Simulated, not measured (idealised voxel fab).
Module name: voxel transistor to metal (process module)
The figure presents cross-section cut, which has a width of 300 nm and is divided into square cells with an edge length of 5 nm.
Square cells in a grid make up a cross-section in this document, and the grid is given as bands, listed from the top down, each one or more rows of cells.
The band entry comprises the height of the band's top followed by the height of its bottom, expressed in nm, and subsequently the band's materials from left to right, each stated together with its width in nm. Where a single material is marked with the word "throughout", that material fills the band from edge to edge. The word "air" represents empty space.
Height is counted from the level 0, under which the received wafer is composed throughout of one material. The lowest of the bands is not closed at the bottom but continues downward, in the notation "0 and below".
You'd read "30 to 40" like this: the band's top row of cells is as wide as the first number, its bottom row is as wide as the second, and going down, every row changes width by the same amount as the row before did.
What does "no alteration" mean for a step? It means no cell of the cross-section changed in that step.
You'll see "Cavities, closed" listing empty spaces that have no way open to the top, as long as they're 8 cells or more; the notation is width x height at distance, where the distance is from the left edge, and all of it is in nm.
Heads up: the bit after the settings on a step's line is the simulator's remark on that step.
Regarding "overlay nm": on a step with a mask, it is the distance the mask lay to the right of its planned place; a negative value places it to the left.

**This section lists the process steps that were planned**
1 RECEIVE: material Si
2 OXIDIZE: depth nm 5
3 CONFORMAL_DEP: material SiN, thk nm 15
4 PATTERN: tone cover, mask id ACTIVE, material resist, width nm 90, pitch nm 110, thk nm 20, overlay nm 0
5 DIRECTIONAL_ETCH: etch materials SiN, depth nm 15
6 DIRECTIONAL_ETCH: etch materials SiO2, depth nm 5
7 DIRECTIONAL_ETCH: etch materials Si, depth nm 30
8 STRIP: etch materials resist
9 OXIDIZE: depth nm 5
10 FILL_DEP: material SiO2, thk nm 10
11 CMP: height nm 15
12 SELECTIVE_ETCH: etch materials SiO2, depth nm 5
13 STRIP: etch materials SiN
14 SELECTIVE_ETCH: etch materials SiO2, depth nm 5
15 OXIDIZE: depth nm 5
16 DIRECTIONAL_DEP: material polySi, thk nm 30
17 DIRECTIONAL_DEP: material SiCN, thk nm 10
18 MASKED_ETCH: tone cover, mask id GATE, width nm 20, pitch nm 110, etch materials SiCN, depth nm 20, overlay nm 0
19 MASKED_ETCH: tone cover, mask id GATE, width nm 20, pitch nm 110, etch materials polySi, depth nm 40, overlay nm 0
20 CONFORMAL_DEP: material SiO2, thk nm 5
21 DIRECTIONAL_ETCH: etch materials SiO2, depth nm 5
22 CONFORMAL_DEP: material SiN, thk nm 5
23 DIRECTIONAL_ETCH: etch materials SiN, depth nm 5
24 DIRECTIONAL_ETCH: etch materials SiO2, depth nm 5
25 DIRECTIONAL_ETCH: etch materials Si, depth nm 5
26 EPI: material SiGe, thk nm 15
27 FILL_DEP: material SiO2, thk nm 5
28 CMP: height nm 35
29 DIRECTIONAL_DEP: material SiO2, thk nm 10
30 DIRECTIONAL_DEP: material aC, thk nm 15
31 PATTERN: tone open, mask id CONTACT, material resist, width nm 15, thk nm 35, overlay nm 0
32 DIRECTIONAL_ETCH: etch materials aC, depth nm 15
33 STRIP: etch materials resist
34 DIRECTIONAL_ETCH: etch materials SiO2, depth nm 55
35 STRIP: etch materials aC
36 CONFORMAL_DEP: material TiN, thk nm 5
37 FILL_DEP: material W, thk nm 5
38 CMP: height nm 45
39 DIRECTIONAL_DEP: material TiN, thk nm 5
40 DIRECTIONAL_DEP: material Ru, thk nm 20
41 PATTERN: tone cover, mask id METAL_1, material resist, width nm 15, thk nm 15, overlay nm 0
42 DIRECTIONAL_ETCH: etch materials Ru, depth nm 20
43 DIRECTIONAL_ETCH: etch materials TiN, depth nm 5
44 STRIP: etch materials resist
45 CONFORMAL_DEP: material SiN, thk nm 5
46 FILL_DEP: material SiO2, thk nm 10
47 CMP: height nm 70
48 CONFORMAL_DEP: material SiCN, thk nm 5
Quick note for whoever runs this: the wafers start identical, but the depth nm at step 25 isn't the same across them. The plan just shows what the first wafer had.

**Cross-section of the first of several wafers on receipt, reflecting completion of step 1**
> 0 and below = Si throughout
> Cavities, closed: none

**Cross-sectional representation of the first of several wafers at the end of the module, i.e. after its terminal step, step 48**
> 75 down to 70 = SiCN throughout
> 70 down to 50 = SiO2: 50  SiN: 5  Ru: 15  SiN: 5  SiO2: 40  SiN: 5  Ru: 15  SiN: 5  SiO2: 20  SiN: 5  Ru: 15  SiN: 5  SiO2: 40  SiN: 5  Ru: 15  SiN: 5  SiO2: 50
> 50 down to 45 = SiN: 55  TiN: 15  SiN: 50  TiN: 15  SiN: 30  TiN: 15  SiN: 50  TiN: 15  SiN: 55
> 45 down to 35 = SiO2: 55  TiN: 5  W: 5  TiN: 5  SiO2: 50  TiN: 5  W: 5  TiN: 5  SiO2: 30  TiN: 5  W: 5  TiN: 5  SiO2: 50  TiN: 5  W: 5  TiN: 5  SiO2: 55
> 35 down to 25 = SiO2: 55  TiN: 5  W: 5  TiN: 5  SiO2: 5  SiN: 5  SiO2: 5  SiCN: 20  SiO2: 5  SiN: 5  SiO2: 5  TiN: 5  W: 5  TiN: 5  SiO2: 30  TiN: 5  W: 5  TiN: 5  SiO2: 5  SiN: 5  SiO2: 5  SiCN: 20  SiO2: 5  SiN: 5  SiO2: 5  TiN: 5  W: 5  TiN: 5  SiO2: 55
> 25 down to 10 = SiO2: 55  TiN: 5  W: 5  TiN: 5  SiO2: 5  SiN: 5  SiO2: 5  polySi: 20  SiO2: 5  SiN: 5  SiO2: 5  TiN: 5  W: 5  TiN: 5  SiO2: 30  TiN: 5  W: 5  TiN: 5  SiO2: 5  SiN: 5  SiO2: 5  polySi: 20  SiO2: 5  SiN: 5  SiO2: 5  TiN: 5  W: 5  TiN: 5  SiO2: 55
> 10 down to 5 = SiO2: 55  TiN: 15  SiO2: 5  SiN: 5  SiO2: 5  polySi: 20  SiO2: 5  SiN: 5  SiO2: 5  TiN: 15  SiO2: 30  TiN: 15  SiO2: 5  SiN: 5  SiO2: 5  polySi: 20  SiO2: 5  SiN: 5  SiO2: 5  TiN: 15  SiO2: 55
> 5 down to 0 = SiO2: 50  SiN: 5  TiN: 5  SiGe: 15  SiN: 5  SiO2: 5  polySi: 20  SiO2: 5  SiN: 5  SiGe: 15  TiN: 5  SiN: 5  SiO2: 20  SiN: 5  TiN: 5  SiGe: 15  SiN: 5  SiO2: 5  polySi: 20  SiO2: 5  SiN: 5  SiGe: 15  TiN: 5  SiN: 5  SiO2: 50
> 0 down to -5 = SiO2: 50  SiN: 5  SiGe: 20  SiN: 5  SiO2: 5  polySi: 20  SiO2: 5  SiN: 5  SiGe: 20  SiN: 5  SiO2: 20  SiN: 5  SiGe: 20  SiN: 5  SiO2: 5  polySi: 20  SiO2: 5  SiN: 5  SiGe: 20  SiN: 5  SiO2: 50
> -5 down to -10 = SiO2: 55  SiGe: 20  SiO2: 40  SiGe: 20  SiO2: 30  SiGe: 20  SiO2: 40  SiGe: 20  SiO2: 55
> -10 down to -15 = SiO2: 55  SiGe: 20  Si: 40  SiGe: 20  SiO2: 30  SiGe: 20  Si: 40  SiGe: 20  SiO2: 55
> -15 down to -40 = SiO2: 55  Si: 80  SiO2: 30  Si: 80  SiO2: 55
> -40 and below = Si throughout
> Cavities, closed: none

**At the end of the module, the last of several wafers in cross-section**
> 75 down to 70 = SiCN throughout
> 70 down to 50 = SiO2: 50  SiN: 5  Ru: 15  SiN: 5  SiO2: 40  SiN: 5  Ru: 15  SiN: 5  SiO2: 20  SiN: 5  Ru: 15  SiN: 5  SiO2: 40  SiN: 5  Ru: 15  SiN: 5  SiO2: 50
> 50 down to 45 = SiN: 55  TiN: 15  SiN: 50  TiN: 15  SiN: 30  TiN: 15  SiN: 50  TiN: 15  SiN: 55
> 45 down to 35 = SiO2: 55  TiN: 5  W: 5  TiN: 5  SiO2: 50  TiN: 5  W: 5  TiN: 5  SiO2: 30  TiN: 5  W: 5  TiN: 5  SiO2: 50  TiN: 5  W: 5  TiN: 5  SiO2: 55
> 35 down to 25 = SiO2: 55  TiN: 5  W: 5  TiN: 5  SiO2: 5  SiN: 5  SiO2: 5  SiCN: 20  SiO2: 5  SiN: 5  SiO2: 5  TiN: 5  W: 5  TiN: 5  SiO2: 30  TiN: 5  W: 5  TiN: 5  SiO2: 5  SiN: 5  SiO2: 5  SiCN: 20  SiO2: 5  SiN: 5  SiO2: 5  TiN: 5  W: 5  TiN: 5  SiO2: 55
> 25 down to 10 = SiO2: 55  TiN: 5  W: 5  TiN: 5  SiO2: 5  SiN: 5  SiO2: 5  polySi: 20  SiO2: 5  SiN: 5  SiO2: 5  TiN: 5  W: 5  TiN: 5  SiO2: 30  TiN: 5  W: 5  TiN: 5  SiO2: 5  SiN: 5  SiO2: 5  polySi: 20  SiO2: 5  SiN: 5  SiO2: 5  TiN: 5  W: 5  TiN: 5  SiO2: 55
> 10 down to 5 = SiO2: 55  TiN: 15  SiO2: 5  SiN: 5  SiO2: 5  polySi: 20  SiO2: 5  SiN: 5  SiO2: 5  TiN: 15  SiO2: 30  TiN: 15  SiO2: 5  SiN: 5  SiO2: 5  polySi: 20  SiO2: 5  SiN: 5  SiO2: 5  TiN: 15  SiO2: 55
> 5 down to -5 = SiO2: 50  SiN: 5  TiN: 5  SiGe: 15  SiN: 5  SiO2: 5  polySi: 20  SiO2: 5  SiN: 5  SiGe: 15  TiN: 5  SiN: 5  SiO2: 20  SiN: 5  TiN: 5  SiGe: 15  SiN: 5  SiO2: 5  polySi: 20  SiO2: 5  SiN: 5  SiGe: 15  TiN: 5  SiN: 5  SiO2: 50
> -5 down to -10 = SiO2: 55  TiN: 5  SiGe: 15  SiO2: 40  SiGe: 15  TiN: 5  SiO2: 30  TiN: 5  SiGe: 15  SiO2: 40  SiGe: 15  TiN: 5  SiO2: 55
> -10 down to -25 = SiO2: 60  SiGe: 15  Si: 40  SiGe: 15  SiO2: 40  SiGe: 15  Si: 40  SiGe: 15  SiO2: 60
> -25 down to -40 = SiO2: 55  SiGe: 20  Si: 40  SiGe: 20  SiO2: 30  SiGe: 20  Si: 40  SiGe: 20  SiO2: 55
> -40 and below = Si throughout
> Cavities, closed: none

**Per wafer (row), end of module: delta in cells per material since receipt, (+) for gained, (-) for lost; closed voids after that**
depth nm 5 | +48 Ru | -304 Si | +76 SiCN | +60 SiGe | +120 SiN | +740 SiO2 | +84 TiN | +28 W | +48 polySi | Cavities, closed: none
depth nm 10 | +48 Ru | -320 Si | +76 SiCN | +72 SiGe | +120 SiN | +740 SiO2 | +88 TiN | +28 W | +48 polySi | Cavities, closed: none
depth nm 15 | +48 Ru | -336 Si | +76 SiCN | +84 SiGe | +120 SiN | +740 SiO2 | +92 TiN | +28 W | +48 polySi | Cavities, closed: none
depth nm 20 | +48 Ru | -352 Si | +76 SiCN | +96 SiGe | +120 SiN | +744 SiO2 | +92 TiN | +28 W | +48 polySi | Cavities, closed: none
depth nm 25 | +48 Ru | -368 Si | +76 SiCN | +108 SiGe | +120 SiN | +748 SiO2 | +92 TiN | +28 W | +48 polySi | Cavities, closed: none
depth nm 30 | +48 Ru | -384 Si | +76 SiCN | +120 SiGe | +120 SiN | +752 SiO2 | +92 TiN | +28 W | +48 polySi | Cavities, closed: none
